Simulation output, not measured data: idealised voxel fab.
process module | voxel transistor to metal
cross-section cut | 195 nm wide | cells 5 nm
A cross-section is a grid of square cells, given in bands from the top down. A band is one or more rows of cells.
Each band's line starts with the height of the band's top and of its bottom, in nm. Then come its materials from left to right, each with its width in nm. One material with "throughout" fills the band from edge to edge. "air" is empty space.
Height 0 is the level under which the wafer as received is all one material. The lowest band goes on downwards, as in "0 down".
A width such as "30 to 40" changes by the same amount from each row of cells to the next, from the band's top row to its bottom row.
"no change" after a step means that no cell of the cross-section changed.
closed voids: empty space of 8 cells or more with no open way to the top, each as width x height at its distance from the left edge, in nm
after a step's settings: what the simulator itself notes on the step
overlay nm, on a step with a mask: how far to the right of its planned place the mask lay; to the left if negative
plan
1 op RECEIVE | material Si
2 op CONFORMAL_DEP | material SiO2 | thk nm 5
3 op CONFORMAL_DEP | material SiN | thk nm 10
4 op DIRECTIONAL_DEP | material aC | thk nm 15
5 op PATTERN | tone cover | mask id ACTIVE | material resist | width nm 105 | thk nm 35 | overlay nm 0
6 op DIRECTIONAL_ETCH | etch materials aC | depth nm 15
7 op STRIP | etch materials resist
8 op DIRECTIONAL_ETCH | etch materials SiN | depth nm 10
9 op DIRECTIONAL_ETCH | etch materials SiO2 | depth nm 5
10 op DIRECTIONAL_ETCH | etch materials Si | depth nm 25
11 op STRIP | etch materials aC
12 op OXIDIZE | depth nm 5
13 op FILL_DEP | material SiO2 | thk nm 10
14 op CMP | height nm 15
15 op SELECTIVE_ETCH | etch materials SiO2 | depth nm 5
16 op STRIP | etch materials SiN
17 op SELECTIVE_ETCH | etch materials SiO2 | depth nm 5
18 op OXIDIZE | depth nm 5
19 op DIRECTIONAL_DEP | material polySi | thk nm 20
20 op DIRECTIONAL_DEP | material SiCN | thk nm 15
21 op DIRECTIONAL_DEP | material aC | thk nm 10
22 op PATTERN | tone cover | mask id GATE | material resist | width nm 25 | thk nm 30 | overlay nm -15
23 op DIRECTIONAL_ETCH | etch materials aC | depth nm 10
24 op STRIP | etch materials resist
25 op DIRECTIONAL_ETCH | etch materials SiCN | depth nm 25
26 op DIRECTIONAL_ETCH | etch materials polySi | depth nm 30
27 op STRIP | etch materials aC
28 op CONFORMAL_DEP | material SiN | thk nm 5
29 op DIRECTIONAL_ETCH | etch materials SiN | depth nm 5
30 op DIRECTIONAL_ETCH | etch materials SiO2 | depth nm 5
31 op DIRECTIONAL_ETCH | etch materials Si | depth nm 10
32 op EPI | material SiGe | thk nm 15
33 op FILL_DEP | material SiO2 | thk nm 10
34 op CMP | height nm 20
35 op STRIP | etch materials polySi
36 op SELECTIVE_ETCH | etch materials SiO2 | depth nm 5
37 op CONFORMAL_DEP | material HfO2 | thk nm 5
38 op CONFORMAL_DEP | material TiN | thk nm 5
39 op FILL_DEP | material W | thk nm 10
40 op CMP | height nm 15
41 op DIRECTIONAL_DEP | material SiO2 | thk nm 10
42 op MASKED_ETCH | tone open | mask id CONTACT | width nm 15 | pitch nm 80 | etch materials SiO2 | depth nm 25 | overlay nm 0
43 op CONFORMAL_DEP | material TiN | thk nm 5
44 op FILL_DEP | material W | thk nm 5
45 op CMP | height nm 25
46 op DIRECTIONAL_DEP | material TiN | thk nm 5
47 op DIRECTIONAL_DEP | material W | thk nm 15
48 op DIRECTIONAL_DEP | material aC | thk nm 15
49 op PATTERN | tone cover | mask id METAL_1 | material resist | width nm 15 | pitch nm 80 | thk nm 35 | overlay nm 0
50 op DIRECTIONAL_ETCH | etch materials aC | depth nm 15
51 op STRIP | etch materials resist
52 op DIRECTIONAL_ETCH | etch materials W | depth nm 15
53 op DIRECTIONAL_ETCH | etch materials TiN | depth nm 5
54 op STRIP | etch materials aC
55 op FILL_DEP | material SiO2 | thk nm 10
56 op CMP | height nm 45
57 op CONFORMAL_DEP | material SiCN | thk nm 5
58 op DIRECTIONAL_DEP | material SiO2 | thk nm 30
59 op DIRECTIONAL_DEP | material aC | thk nm 15
60 op PATTERN | tone open | mask id METAL_2 | material resist | width nm 15 | pitch nm 80 | thk nm 35 | overlay nm 0
61 op DIRECTIONAL_ETCH | etch materials aC | depth nm 15
62 op STRIP | etch materials resist
63 op DIRECTIONAL_ETCH | etch materials SiO2 | depth nm 20
64 op STRIP | etch materials aC
65 op PATTERN | tone open | mask id METAL_2_HOLES | material resist | width nm 15 | pitch nm 80 | thk nm 15 | overlay nm 0
66 op DIRECTIONAL_ETCH | etch materials SiO2 | depth nm 10
67 op DIRECTIONAL_ETCH | etch materials SiCN | depth nm 5
68 op STRIP | etch materials resist
69 op CONFORMAL_DEP | material TiN | thk nm 5
70 op FILL_DEP | material Ru | thk nm 10
71 op CMP | height nm 80
72 op CONFORMAL_DEP | material SiCN | thk nm 5
varied across the wafers: overlay nm of step 22. The plan shows the first wafer's value. All wafers start alike
first wafer as received, after step 1
  0 down: Si throughout
  closed voids: none
first wafer at the end, after step 72
  85 to 80: SiCN throughout
  80 to 50: SiO2 50 | TiN 5 | Ru 5 | TiN 5 | SiO2 65 | TiN 5 | Ru 5 | TiN 5 | SiO2 50
  50 to 45: SiCN 50 | TiN 15 | SiCN 65 | TiN 15 | SiCN 50
  45 to 30: SiO2 50 | W 15 | SiO2 65 | W 15 | SiO2 50
  30 to 25: SiO2 50 | TiN 15 | SiO2 65 | TiN 15 | SiO2 50
  25 to 15: SiO2 50 | TiN 5 | W 5 | TiN 5 | SiO2 65 | TiN 5 | W 5 | TiN 5 | SiO2 50
  15 to 10: SiO2 50 | TiN 15 | SiN 5 | HfO2 5 | TiN 5 | W 5 | TiN 5 | HfO2 5 | SiN 5 | SiO2 30 | TiN 5 | W 5 | TiN 5 | SiO2 50
  10 to 5: SiO2 50 | SiGe 15 | SiN 5 | HfO2 5 | TiN 5 | W 5 | TiN 5 | HfO2 5 | SiN 5 | SiGe 15 | SiO2 15 | TiN 5 | W 5 | TiN 5 | SiO2 50
  5 to 0: SiO2 40 | SiN 5 | SiO2 5 | SiGe 15 | SiN 5 | HfO2 5 | TiN 15 | HfO2 5 | SiN 5 | SiGe 15 | SiO2 15 | TiN 15 | SiO2 5 | SiN 5 | SiO2 40
  0 to -5: SiO2 45 | SiGe 20 | HfO2 35 | SiGe 50 | SiO2 45
  -5 to -15: SiO2 50 | SiGe 15 | Si 35 | SiGe 45 | SiO2 50
  -15 to -30: SiO2 50 | Si 95 | SiO2 50
  -30 down: Si throughout
  closed voids: none
last wafer at the end
  85 to 80: SiCN throughout
  80 to 50: SiO2 50 | TiN 5 | Ru 5 | TiN 5 | SiO2 65 | TiN 5 | Ru 5 | TiN 5 | SiO2 50
  50 to 45: SiCN 50 | TiN 15 | SiCN 65 | TiN 15 | SiCN 50
  45 to 30: SiO2 50 | W 15 | SiO2 65 | W 15 | SiO2 50
  30 to 25: SiO2 50 | TiN 15 | SiO2 65 | TiN 15 | SiO2 50
  25 to 15: SiO2 50 | TiN 5 | W 5 | TiN 5 | SiO2 65 | TiN 5 | W 5 | TiN 5 | SiO2 50
  15 to 10: SiO2 50 | TiN 5 | W 5 | TiN 5 | SiO2 30 | SiN 5 | HfO2 5 | TiN 5 | W 5 | TiN 5 | HfO2 5 | SiN 5 | TiN 15 | SiO2 50
  10 to 5: SiO2 50 | TiN 5 | W 5 | TiN 5 | SiO2 15 | SiGe 15 | SiN 5 | HfO2 5 | TiN 5 | W 5 | TiN 5 | HfO2 5 | SiN 5 | SiGe 15 | SiO2 50
  5 to 0: SiO2 40 | SiN 5 | SiO2 5 | TiN 15 | SiO2 15 | SiGe 15 | SiN 5 | HfO2 5 | TiN 15 | HfO2 5 | SiN 5 | SiGe 15 | SiO2 5 | SiN 5 | SiO2 40
  0 to -5: SiO2 45 | SiGe 50 | HfO2 35 | SiGe 20 | SiO2 45
  -5 to -15: SiO2 50 | SiGe 45 | Si 35 | SiGe 15 | SiO2 50
  -15 to -30: SiO2 50 | Si 95 | SiO2 50
  -30 down: Si throughout
  closed voids: none
each wafer at the end: cells of each material gained (+) or lost (-) since it was received, then its closed voids
overlay nm -15 | +13 HfO2 | +12 Ru | -163 Si | +72 SiCN | +50 SiGe | +8 SiN | +584 SiO2 | +61 TiN | +26 W | closed voids: none
overlay nm -10 | +13 HfO2 | +12 Ru | -163 Si | +72 SiCN | +50 SiGe | +8 SiN | +582 SiO2 | +63 TiN | +26 W | closed voids: none
overlay nm -5 | +13 HfO2 | +12 Ru | -163 Si | +72 SiCN | +50 SiGe | +8 SiN | +580 SiO2 | +65 TiN | +26 W | closed voids: none
overlay nm 0 | +13 HfO2 | +12 Ru | -163 Si | +72 SiCN | +50 SiGe | +8 SiN | +578 SiO2 | +65 TiN | +28 W | closed voids: none
overlay nm 5 | +13 HfO2 | +12 Ru | -163 Si | +72 SiCN | +50 SiGe | +8 SiN | +580 SiO2 | +65 TiN | +26 W | closed voids: none
overlay nm 10 | +13 HfO2 | +12 Ru | -163 Si | +72 SiCN | +50 SiGe | +8 SiN | +582 SiO2 | +63 TiN | +26 W | closed voids: none
overlay nm 15 | +13 HfO2 | +12 Ru | -163 Si | +72 SiCN | +50 SiGe | +8 SiN | +584 SiO2 | +61 TiN | +26 W | closed voids: none
